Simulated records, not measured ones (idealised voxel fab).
The document below concerns the process module designated voxel transistor to metal.
Pictured: cross-section cut, 205 nm wide, on a grid of 5 nm square cells.
Cross-section, as written here: a square-cell grid given band by band from the top down, where a band holds one or more rows of cells. Read a band's entry like this: the first values are the height of its top and the height of its bottom in nm, and what follows is the sequence of materials from left to right, each with its width in nm. Note that "empty" is empty space, and that a single material marked "all across" reaches across the band from edge to edge. Counting heights begins at 0, where everything beneath is, in the wafer as received, one material. The lowest band has no bottom; it goes on downwards, as "z 0 and below" shows. When a width is written as two numbers, as in "30->40", the first number is the width in the top row of cells of the band and the second is the width in its bottom row, and the width changes by the same amount from each row to the next. Step note "nothing was modified" = no cross-section cell changed. Under "Voids, sealed" you'll find the enclosed gaps, the ones with no way out to the top, that are 8 cells or bigger; each reads width x height at distance, with distance counted from the left edge, everything in nm. after a step's settings: what the simulator itself notes on the step. overlay nm: right-of-plan distance of the mask on a masked step; negative values mean left-of-plan.
### Planned process steps
1: RECEIVE: material Si
2: OXIDIZE: depth nm 5
3: CONFORMAL_DEP: material SiN, thk nm 10
4: MASKED_ETCH: tone cover, mask id ACTIVE, width nm 95, etch materials SiN, depth nm 10, overlay nm 0
5: MASKED_ETCH: tone cover, mask id ACTIVE, width nm 95, etch materials SiO2, depth nm 5, overlay nm 0
6: MASKED_ETCH: tone cover, mask id ACTIVE, width nm 95, etch materials Si, depth nm 30, overlay nm 0
7: OXIDIZE: depth nm 5
8: FILL_DEP: material SiO2, thk nm 5
9: CMP: height nm 10
10: SELECTIVE_ETCH: etch materials SiO2, depth nm 5
11: STRIP: etch materials SiN
12: SELECTIVE_ETCH: etch materials SiO2, depth nm 5
13: OXIDIZE: depth nm 5
14: DIRECTIONAL_DEP: material polySi, thk nm 20
15: DIRECTIONAL_DEP: material SiCN, thk nm 10
16: MASKED_ETCH: tone cover, mask id GATE, width nm 25, etch materials SiCN, depth nm 20, overlay nm 0
17: MASKED_ETCH: tone cover, mask id GATE, width nm 25, etch materials polySi, depth nm 30, overlay nm 0
18: CONFORMAL_DEP: material SiO2, thk nm 5
19: DIRECTIONAL_ETCH: etch materials SiO2, depth nm 5
20: CONFORMAL_DEP: material SiN, thk nm 5
21: DIRECTIONAL_ETCH: etch materials SiN, depth nm 5
22: DIRECTIONAL_ETCH: etch materials SiO2, depth nm 5
23: EPI: material pSi, thk nm 5
24: FILL_DEP: material SiO2, thk nm 10
25: CMP: height nm 25
26: DIRECTIONAL_DEP: material SiO2, thk nm 10
27: DIRECTIONAL_DEP: material aC, thk nm 15
28: PATTERN: tone open, mask id CONTACT, material resist, width nm 15, pitch nm 70, thk nm 35, overlay nm 0
29: DIRECTIONAL_ETCH: etch materials aC, depth nm 15
30: STRIP: etch materials resist
31: DIRECTIONAL_ETCH: etch materials SiO2, depth nm 40
32: STRIP: etch materials aC
33: CONFORMAL_DEP: material TiN, thk nm 5
34: FILL_DEP: material W, thk nm 10
35: CMP: height nm 35
36: CONFORMAL_DEP: material SiCN, thk nm 5
37: DIRECTIONAL_DEP: material lowk, thk nm 20
38: MASKED_ETCH: tone open, mask id METAL_1, width nm 15, pitch nm 70, etch materials lowk, depth nm 20, overlay nm 0
39: MASKED_ETCH: tone open, mask id METAL_1, width nm 15, pitch nm 70, etch materials SiCN, depth nm 5, overlay nm 0
40: CONFORMAL_DEP: material TiN, thk nm 5
41: FILL_DEP: material Cu, thk nm 10
42: CMP: height nm 60
43: CONFORMAL_DEP: material SiN, thk nm 5
### Wafer, first of two, run as planned
### So this is the incoming wafer in cross-section - it's already been through step 1
	z 0 and below = Si all across
	Voids, sealed: none
### Cross-section: wafer state after step 2
	z 0 to -5 = SiO2 all across
	Beneath the level -5, the cross-section is identical to its previous state.
### Cross-section: wafer state after step 3
	z 10 to 0 = SiN all across
	Beneath the level 0, the cross-section is identical to its previous state.
### Cross-section: wafer state after step 4
	z 10 to 0 = 55 of empty; 95 of SiN; 55 of empty
	Beneath the level 0, the cross-section is identical to its previous state.
### Cross-section: wafer state after step 5
	z 10 to 0 = 55 of empty; 95 of SiN; 55 of empty
	z 0 to -5 = 55 of empty; 95 of SiO2; 55 of empty
	Beneath the level -5, the cross-section is identical to its previous state.
### Cross-section: wafer state after step 6
	z 10 to 0 = 55 of empty; 95 of SiN; 55 of empty
	z 0 to -5 = 55 of empty; 95 of SiO2; 55 of empty
	z -5 to -35 = 55 of empty; 95 of Si; 55 of empty
	Beneath the level -35, the cross-section is identical to its previous state.
### Cross-section: wafer state after step 7
	z 10 to 0 = 55 of empty; 95 of SiN; 55 of empty
	z 0 to -5 = 55 of empty; 95 of SiO2; 55 of empty
	z -5 to -35 = 55 of empty; 5 of SiO2; 85 of Si; 5 of SiO2; 55 of empty
	z -35 to -40 = 60 of SiO2; 85 of Si; 60 of SiO2
	Beneath the level -40, the cross-section is identical to its previous state.
### Cross-section: wafer state after step 8
	z 15 to 10 = SiO2 all across
	z 10 to 0 = 55 of SiO2; 95 of SiN; 55 of SiO2
	z 0 to -5 = SiO2 all across
	z -5 to -40 = 60 of SiO2; 85 of Si; 60 of SiO2
	Beneath the level -40, the cross-section is identical to its previous state.
### Cross-section: wafer state after step 9
	z 10 to 0 = 55 of SiO2; 95 of SiN; 55 of SiO2
	Beneath the level 0, the cross-section is identical to its previous state.
### Cross-section: wafer state after step 10
	z 10 to 5 = 55 of empty; 95 of SiN; 55 of empty
	Beneath the level 5, the cross-section is identical to its previous state.
### Cross-section: wafer state after step 11
	z 5 to 0 = 55 of SiO2; 95 of empty; 55 of SiO2
	Beneath the level 0, the cross-section is identical to its previous state.
### Cross-section: wafer state after step 12
	z 0 to -5 = 50 of SiO2; 105 of empty; 50 of SiO2
	Beneath the level -5, the cross-section is identical to its previous state.
### Cross-section: wafer state after step 13
	z 0 to -5 = 50 of SiO2; 105 of empty; 50 of SiO2
	z -5 to -10 = SiO2 all across
	Beneath the level -10, the cross-section is identical to its previous state.
### Cross-section: wafer state after step 14
	z 20 to 15 = 50 of polySi; 105 of empty; 50 of polySi
	z 15 to 0 = polySi all across
	z 0 to -5 = 50 of SiO2; 105 of polySi; 50 of SiO2
	Beneath the level -5, the cross-section is identical to its previous state.
### Cross-section: wafer state after step 15
	z 30 to 25 = 50 of SiCN; 105 of empty; 50 of SiCN
	z 25 to 20 = SiCN all across
	z 20 to 15 = 50 of polySi; 105 of SiCN; 50 of polySi
	Beneath the level 15, the cross-section is identical to its previous state.
### Cross-section: wafer state after step 16
	z 25 to 20 = 90 of empty; 25 of SiCN; 90 of empty
	z 20 to 15 = 50 of polySi; 40 of empty; 25 of SiCN; 40 of empty; 50 of polySi
	Beneath the level 15, the cross-section is identical to its previous state.
### Cross-section: wafer state after step 17
	z 25 to 15 = 90 of empty; 25 of SiCN; 90 of empty
	z 15 to 0 = 90 of empty; 25 of polySi; 90 of empty
	z 0 to -5 = 50 of SiO2; 40 of empty; 25 of polySi; 40 of empty; 50 of SiO2
	Beneath the level -5, the cross-section is identical to its previous state.
### Cross-section: wafer state after step 18
	z 30 to 25 = 85 of empty; 35 of SiO2; 85 of empty
	z 25 to 15 = 85 of empty; 5 of SiO2; 25 of SiCN; 5 of SiO2; 85 of empty
	z 15 to 5 = 85 of empty; 5 of SiO2; 25 of polySi; 5 of SiO2; 85 of empty
	z 5 to 0 = 55 of SiO2; 30 of empty; 5 of SiO2; 25 of polySi; 5 of SiO2; 30 of empty; 55 of SiO2
	z 0 to -5 = 90 of SiO2; 25 of polySi; 90 of SiO2
	Beneath the level -5, the cross-section is identical to its previous state.
### Cross-section: wafer state after step 19
	z 25 to 15 = 85 of empty; 5 of SiO2; 25 of SiCN; 5 of SiO2; 85 of empty
	z 15 to 0 = 85 of empty; 5 of SiO2; 25 of polySi; 5 of SiO2; 85 of empty
	z 0 to -5 = 55 of SiO2; 30 of empty; 5 of SiO2; 25 of polySi; 5 of SiO2; 30 of empty; 55 of SiO2
	Beneath the level -5, the cross-section is identical to its previous state.
### Cross-section: wafer state after step 20
	z 30 to 25 = 80 of empty; 45 of SiN; 80 of empty
	z 25 to 15 = 80 of empty; 5 of SiN; 5 of SiO2; 25 of SiCN; 5 of SiO2; 5 of SiN; 80 of empty
	z 15 to 5 = 80 of empty; 5 of SiN; 5 of SiO2; 25 of polySi; 5 of SiO2; 5 of SiN; 80 of empty
	z 5 to 0 = 60 of SiN; 20 of empty; 5 of SiN; 5 of SiO2; 25 of polySi; 5 of SiO2; 5 of SiN; 20 of empty; 60 of SiN
	z 0 to -5 = 55 of SiO2; 30 of SiN; 5 of SiO2; 25 of polySi; 5 of SiO2; 30 of SiN; 55 of SiO2
	Beneath the level -5, the cross-section is identical to its previous state.
### Cross-section: wafer state after step 21
	z 25 to 15 = 80 of empty; 5 of SiN; 5 of SiO2; 25 of SiCN; 5 of SiO2; 5 of SiN; 80 of empty
	z 15 to 0 = 80 of empty; 5 of SiN; 5 of SiO2; 25 of polySi; 5 of SiO2; 5 of SiN; 80 of empty
	z 0 to -5 = 55 of SiO2; 5 of SiN; 20 of empty; 5 of SiN; 5 of SiO2; 25 of polySi; 5 of SiO2; 5 of SiN; 20 of empty; 5 of SiN; 55 of SiO2
	Beneath the level -5, the cross-section is identical to its previous state.
### Cross-section: wafer state after step 22
	z 25 to 20 = 80 of empty; 5 of SiN; 5 of empty; 25 of SiCN; 5 of empty; 5 of SiN; 80 of empty
	z 20 to 15 = 80 of empty; 5 of SiN; 5 of SiO2; 25 of SiCN; 5 of SiO2; 5 of SiN; 80 of empty
	z 15 to 0 = 80 of empty; 5 of SiN; 5 of SiO2; 25 of polySi; 5 of SiO2; 5 of SiN; 80 of empty
	z 0 to -5 = 55 of empty; 5 of SiN; 20 of empty; 5 of SiN; 5 of SiO2; 25 of polySi; 5 of SiO2; 5 of SiN; 20 of empty; 5 of SiN; 55 of empty
	z -5 to -10 = 60 of SiO2; 20 of empty; 45 of SiO2; 20 of empty; 60 of SiO2
	Beneath the level -10, the cross-section is identical to its previous state.
### Cross-section: wafer state after step 23
	z 25 to 20 = 80 of empty; 5 of SiN; 5 of empty; 25 of SiCN; 5 of empty; 5 of SiN; 80 of empty
	z 20 to 15 = 80 of empty; 5 of SiN; 5 of SiO2; 25 of SiCN; 5 of SiO2; 5 of SiN; 80 of empty
	z 15 to 0 = 80 of empty; 5 of SiN; 5 of SiO2; 25 of polySi; 5 of SiO2; 5 of SiN; 80 of empty
	z 0 to -5 = 55 of empty; 5 of SiN; 20 of empty; 5 of SiN; 5 of SiO2; 25 of polySi; 5 of SiO2; 5 of SiN; 20 of empty; 5 of SiN; 55 of empty
	z -5 to -10 = 60 of SiO2; 20 of pSi; 45 of SiO2; 20 of pSi; 60 of SiO2
	Beneath the level -10, the cross-section is identical to its previous state.
### Cross-section: wafer state after step 24
	z 35 to 25 = SiO2 all across
	z 25 to 15 = 80 of SiO2; 5 of SiN; 5 of SiO2; 25 of SiCN; 5 of SiO2; 5 of SiN; 80 of SiO2
	z 15 to 0 = 80 of SiO2; 5 of SiN; 5 of SiO2; 25 of polySi; 5 of SiO2; 5 of SiN; 80 of SiO2
	z 0 to -5 = 55 of SiO2; 5 of SiN; 20 of SiO2; 5 of SiN; 5 of SiO2; 25 of polySi; 5 of SiO2; 5 of SiN; 20 of SiO2; 5 of SiN; 55 of SiO2
	Beneath the level -5, the cross-section is identical to its previous state.
### Cross-section: wafer state after step 25
	z 25 to 15 = 80 of SiO2; 5 of SiN; 5 of SiO2; 25 of SiCN; 5 of SiO2; 5 of SiN; 80 of SiO2
	Beneath the level 15, the cross-section is identical to its previous state.
### Cross-section: wafer state after step 26
	z 35 to 25 = SiO2 all across
	Beneath the level 25, the cross-section is identical to its previous state.
### Cross-section: wafer state after step 27
	z 50 to 35 = aC all across
	Beneath the level 35, the cross-section is identical to its previous state.
### Cross-section: wafer state after step 28
	z 85 to 50 = 60 of resist; 15 of empty; 55 of resist; 15 of empty; 60 of resist
	Beneath the level 50, the cross-section is identical to its previous state.
### Cross-section: wafer state after step 29
	z 70 to 50 = 60 of resist; 15 of empty; 55 of resist; 15 of empty; 60 of resist
	z 50 to 35 = 60 of aC; 15 of empty; 55 of aC; 15 of empty; 60 of aC
	Beneath the level 35, the cross-section is identical to its previous state.
### Cross-section: wafer state after step 30
	z 50 to 35 = 60 of aC; 15 of empty; 55 of aC; 15 of empty; 60 of aC
	Beneath the level 35, the cross-section is identical to its previous state.
### Cross-section: wafer state after step 31
	z 50 to 35 = 60 of aC; 15 of empty; 55 of aC; 15 of empty; 60 of aC
	z 35 to 25 = 60 of SiO2; 15 of empty; 55 of SiO2; 15 of empty; 60 of SiO2
	z 25 to 15 = 60 of SiO2; 15 of empty; 5 of SiO2; 5 of SiN; 5 of SiO2; 25 of SiCN; 5 of SiO2; 5 of SiN; 5 of SiO2; 15 of empty; 60 of SiO2
	z 15 to 0 = 60 of SiO2; 15 of empty; 5 of SiO2; 5 of SiN; 5 of SiO2; 25 of polySi; 5 of SiO2; 5 of SiN; 5 of SiO2; 15 of empty; 60 of SiO2
	z 0 to -5 = 55 of SiO2; 5 of SiN; 15 of empty; 5 of SiO2; 5 of SiN; 5 of SiO2; 25 of polySi; 5 of SiO2; 5 of SiN; 5 of SiO2; 15 of empty; 5 of SiN; 55 of SiO2
	Beneath the level -5, the cross-section is identical to its previous state.
### Cross-section: wafer state after step 32
	z 35 to 25 = 60 of SiO2; 15 of empty; 55 of SiO2; 15 of empty; 60 of SiO2
	Beneath the level 25, the cross-section is identical to its previous state.
### Cross-section: wafer state after step 33
	z 40 to 35 = 65 of TiN; 5 of empty; 65 of TiN; 5 of empty; 65 of TiN
	z 35 to 25 = 60 of SiO2; 5 of TiN; 5 of empty; 5 of TiN; 55 of SiO2; 5 of TiN; 5 of empty; 5 of TiN; 60 of SiO2
	z 25 to 15 = 60 of SiO2; 5 of TiN; 5 of empty; 5 of TiN; 5 of SiO2; 5 of SiN; 5 of SiO2; 25 of SiCN; 5 of SiO2; 5 of SiN; 5 of SiO2; 5 of TiN; 5 of empty; 5 of TiN; 60 of SiO2
	z 15 to 0 = 60 of SiO2; 5 of TiN; 5 of empty; 5 of TiN; 5 of SiO2; 5 of SiN; 5 of SiO2; 25 of polySi; 5 of SiO2; 5 of SiN; 5 of SiO2; 5 of TiN; 5 of empty; 5 of TiN; 60 of SiO2
	z 0 to -5 = 55 of SiO2; 5 of SiN; 15 of TiN; 5 of SiO2; 5 of SiN; 5 of SiO2; 25 of polySi; 5 of SiO2; 5 of SiN; 5 of SiO2; 15 of TiN; 5 of SiN; 55 of SiO2
	Beneath the level -5, the cross-section is identical to its previous state.
### Cross-section: wafer state after step 34
	z 50 to 40 = W all across
	z 40 to 35 = 65 of TiN; 5 of W; 65 of TiN; 5 of W; 65 of TiN
	z 35 to 25 = 60 of SiO2; 5 of TiN; 5 of W; 5 of TiN; 55 of SiO2; 5 of TiN; 5 of W; 5 of TiN; 60 of SiO2
	z 25 to 15 = 60 of SiO2; 5 of TiN; 5 of W; 5 of TiN; 5 of SiO2; 5 of SiN; 5 of SiO2; 25 of SiCN; 5 of SiO2; 5 of SiN; 5 of SiO2; 5 of TiN; 5 of W; 5 of TiN; 60 of SiO2
	z 15 to 0 = 60 of SiO2; 5 of TiN; 5 of W; 5 of TiN; 5 of SiO2; 5 of SiN; 5 of SiO2; 25 of polySi; 5 of SiO2; 5 of SiN; 5 of SiO2; 5 of TiN; 5 of W; 5 of TiN; 60 of SiO2
	Beneath the level 0, the cross-section is identical to its previous state.
### Cross-section: wafer state after step 35
	z 35 to 25 = 60 of SiO2; 5 of TiN; 5 of W; 5 of TiN; 55 of SiO2; 5 of TiN; 5 of W; 5 of TiN; 60 of SiO2
	Beneath the level 25, the cross-section is identical to its previous state.
### Cross-section: wafer state after step 36
	z 40 to 35 = SiCN all across
	Beneath the level 35, the cross-section is identical to its previous state.
### Cross-section: wafer state after step 37
	z 60 to 40 = lowk all across
	Beneath the level 40, the cross-section is identical to its previous state.
### Cross-section: wafer state after step 38
	z 60 to 40 = 60 of lowk; 15 of empty; 55 of lowk; 15 of empty; 60 of lowk
	Beneath the level 40, the cross-section is identical to its previous state.
### Cross-section: wafer state after step 39
	z 60 to 40 = 60 of lowk; 15 of empty; 55 of lowk; 15 of empty; 60 of lowk
	z 40 to 35 = 60 of SiCN; 15 of empty; 55 of SiCN; 15 of empty; 60 of SiCN
	Beneath the level 35, the cross-section is identical to its previous state.
### Cross-section: wafer state after step 40
	z 65 to 60 = 65 of TiN; 5 of empty; 65 of TiN; 5 of empty; 65 of TiN
	z 60 to 40 = 60 of lowk; 5 of TiN; 5 of empty; 5 of TiN; 55 of lowk; 5 of TiN; 5 of empty; 5 of TiN; 60 of lowk
	z 40 to 35 = 60 of SiCN; 15 of TiN; 55 of SiCN; 15 of TiN; 60 of SiCN
	Beneath the level 35, the cross-section is identical to its previous state.
### Cross-section: wafer state after step 41
	z 75 to 65 = Cu all across
	z 65 to 60 = 65 of TiN; 5 of Cu; 65 of TiN; 5 of Cu; 65 of TiN
	z 60 to 40 = 60 of lowk; 5 of TiN; 5 of Cu; 5 of TiN; 55 of lowk; 5 of TiN; 5 of Cu; 5 of TiN; 60 of lowk
	Beneath the level 40, the cross-section is identical to its previous state.
### Cross-section: wafer state after step 42
	z 60 to 40 = 60 of lowk; 5 of TiN; 5 of Cu; 5 of TiN; 55 of lowk; 5 of TiN; 5 of Cu; 5 of TiN; 60 of lowk
	Beneath the level 40, the cross-section is identical to its previous state.
### Cross-section: wafer state after step 43
	z 65 to 60 = SiN all across
	Beneath the level 60, the cross-section is identical to its previous state.
### The second wafer began exactly as the first did and followed the same plan, but one mistake was made while running it; through step 27 inclusive, the two wafers are identical
### Second wafer, cross-section, planned end of step 28
	z 85 to 50 = 60 of empty; 15 of resist; 55 of empty; 15 of resist; 60 of empty
	Beneath the level 50, the cross-section is identical to its previous state.
### Second wafer, cross-section, planned end of step 29
	z 70 to 50 = 60 of empty; 15 of resist; 55 of empty; 15 of resist; 60 of empty
	z 50 to 35 = 60 of empty; 15 of aC; 55 of empty; 15 of aC; 60 of empty
	Beneath the level 35, the cross-section is identical to its previous state.
### Second wafer, cross-section, planned end of step 30
	z 50 to 35 = 60 of empty; 15 of aC; 55 of empty; 15 of aC; 60 of empty
	Beneath the level 35, the cross-section is identical to its previous state.
### Second wafer, cross-section, planned end of step 31
	z 50 to 35 = 60 of empty; 15 of aC; 55 of empty; 15 of aC; 60 of empty
	z 35 to 25 = 60 of empty; 15 of SiO2; 55 of empty; 15 of SiO2; 60 of empty
	z 25 to 15 = 60 of empty; 15 of SiO2; 5 of empty; 5 of SiN; 5 of empty; 25 of SiCN; 5 of empty; 5 of SiN; 5 of empty; 15 of SiO2; 60 of empty
	z 15 to 0 = 60 of empty; 15 of SiO2; 5 of empty; 5 of SiN; 5 of empty; 25 of polySi; 5 of empty; 5 of SiN; 5 of empty; 15 of SiO2; 60 of empty
	z 0 to -5 = 55 of empty; 5 of SiN; 15 of SiO2; 5 of empty; 5 of SiN; 5 of empty; 25 of polySi; 5 of empty; 5 of SiN; 5 of empty; 15 of SiO2; 5 of SiN; 55 of empty
	Beneath the level -5, the cross-section is identical to its previous state.
### Second wafer, cross-section, planned end of step 32
	z 35 to 25 = 60 of empty; 15 of SiO2; 55 of empty; 15 of SiO2; 60 of empty
	Beneath the level 25, the cross-section is identical to its previous state.
### Second wafer, cross-section, planned end of step 33
	z 40 to 35 = 55 of empty; 25 of TiN; 45 of empty; 25 of TiN; 55 of empty
	z 35 to 30 = 55 of empty; 5 of TiN; 15 of SiO2; 5 of TiN; 45 of empty; 5 of TiN; 15 of SiO2; 5 of TiN; 55 of empty
	z 30 to 25 = 55 of empty; 5 of TiN; 15 of SiO2; 55 of TiN; 15 of SiO2; 5 of TiN; 55 of empty
	z 25 to 15 = 55 of empty; 5 of TiN; 15 of SiO2; 5 of TiN; 5 of SiN; 5 of TiN; 25 of SiCN; 5 of TiN; 5 of SiN; 5 of TiN; 15 of SiO2; 5 of TiN; 55 of empty
	z 15 to 5 = 55 of empty; 5 of TiN; 15 of SiO2; 5 of TiN; 5 of SiN; 5 of TiN; 25 of polySi; 5 of TiN; 5 of SiN; 5 of TiN; 15 of SiO2; 5 of TiN; 55 of empty
	z 5 to 0 = 50 of empty; 10 of TiN; 15 of SiO2; 5 of TiN; 5 of SiN; 5 of TiN; 25 of polySi; 5 of TiN; 5 of SiN; 5 of TiN; 15 of SiO2; 10 of TiN; 50 of empty
	z 0 to -5 = 55 of TiN; 5 of SiN; 15 of SiO2; 5 of TiN; 5 of SiN; 5 of TiN; 25 of polySi; 5 of TiN; 5 of SiN; 5 of TiN; 15 of SiO2; 5 of SiN; 55 of TiN
	Beneath the level -5, the cross-section is identical to its previous state.
### Second wafer, cross-section, planned end of step 34
	z 50 to 40 = W all across
	z 40 to 35 = 55 of W; 25 of TiN; 45 of W; 25 of TiN; 55 of W
	z 35 to 30 = 55 of W; 5 of TiN; 15 of SiO2; 5 of TiN; 45 of W; 5 of TiN; 15 of SiO2; 5 of TiN; 55 of W
	z 30 to 25 = 55 of W; 5 of TiN; 15 of SiO2; 55 of TiN; 15 of SiO2; 5 of TiN; 55 of W
	z 25 to 15 = 55 of W; 5 of TiN; 15 of SiO2; 5 of TiN; 5 of SiN; 5 of TiN; 25 of SiCN; 5 of TiN; 5 of SiN; 5 of TiN; 15 of SiO2; 5 of TiN; 55 of W
	z 15 to 5 = 55 of W; 5 of TiN; 15 of SiO2; 5 of TiN; 5 of SiN; 5 of TiN; 25 of polySi; 5 of TiN; 5 of SiN; 5 of TiN; 15 of SiO2; 5 of TiN; 55 of W
	z 5 to 0 = 50 of W; 10 of TiN; 15 of SiO2; 5 of TiN; 5 of SiN; 5 of TiN; 25 of polySi; 5 of TiN; 5 of SiN; 5 of TiN; 15 of SiO2; 10 of TiN; 50 of W
	Beneath the level 0, the cross-section is identical to its previous state.
### Second wafer, cross-section, planned end of step 35
	z 35 to 30 = 55 of W; 5 of TiN; 15 of SiO2; 5 of TiN; 45 of W; 5 of TiN; 15 of SiO2; 5 of TiN; 55 of W
	Beneath the level 30, the cross-section is identical to its previous state.
### Second wafer, cross-section, planned end of step 36
	z 40 to 35 = SiCN all across
	Beneath the level 35, the cross-section is identical to its previous state.
### Second wafer, cross-section, planned end of step 37
	z 60 to 40 = lowk all across
	Beneath the level 40, the cross-section is identical to its previous state.
### Second wafer, cross-section, planned end of step 38
	z 60 to 40 = 60 of lowk; 15 of empty; 55 of lowk; 15 of empty; 60 of lowk
	Beneath the level 40, the cross-section is identical to its previous state.
### Second wafer, cross-section, planned end of step 39
	z 60 to 40 = 60 of lowk; 15 of empty; 55 of lowk; 15 of empty; 60 of lowk
	z 40 to 35 = 60 of SiCN; 15 of empty; 55 of SiCN; 15 of empty; 60 of SiCN
	Beneath the level 35, the cross-section is identical to its previous state.
### Second wafer, cross-section, planned end of step 40
	z 65 to 60 = 65 of TiN; 5 of empty; 65 of TiN; 5 of empty; 65 of TiN
	z 60 to 40 = 60 of lowk; 5 of TiN; 5 of empty; 5 of TiN; 55 of lowk; 5 of TiN; 5 of empty; 5 of TiN; 60 of lowk
	z 40 to 35 = 60 of SiCN; 15 of TiN; 55 of SiCN; 15 of TiN; 60 of SiCN
	Beneath the level 35, the cross-section is identical to its previous state.
### Second wafer, cross-section, planned end of step 41
	z 75 to 65 = Cu all across
	z 65 to 60 = 65 of TiN; 5 of Cu; 65 of TiN; 5 of Cu; 65 of TiN
	z 60 to 40 = 60 of lowk; 5 of TiN; 5 of Cu; 5 of TiN; 55 of lowk; 5 of TiN; 5 of Cu; 5 of TiN; 60 of lowk
	Beneath the level 40, the cross-section is identical to its previous state.
### Second wafer, cross-section, planned end of step 42
	z 60 to 40 = 60 of lowk; 5 of TiN; 5 of Cu; 5 of TiN; 55 of lowk; 5 of TiN; 5 of Cu; 5 of TiN; 60 of lowk
	Beneath the level 40, the cross-section is identical to its previous state.
### Second wafer, cross-section, planned end of step 43
	z 65 to 60 = SiN all across
	Beneath the level 60, the cross-section is identical to its previous state.
Which mistake was made when the wafer was run? contrary to plan, step 28 was performed as PATTERN: tone cover, mask id CONTACT, material resist, width nm 15, pitch nm 70, thk nm 35, overlay nm 0
End of process, cell counts, second wafer against first, materials with more or fewer: 188 fewer of SiO2 | 41 more of TiN | 147 more of W
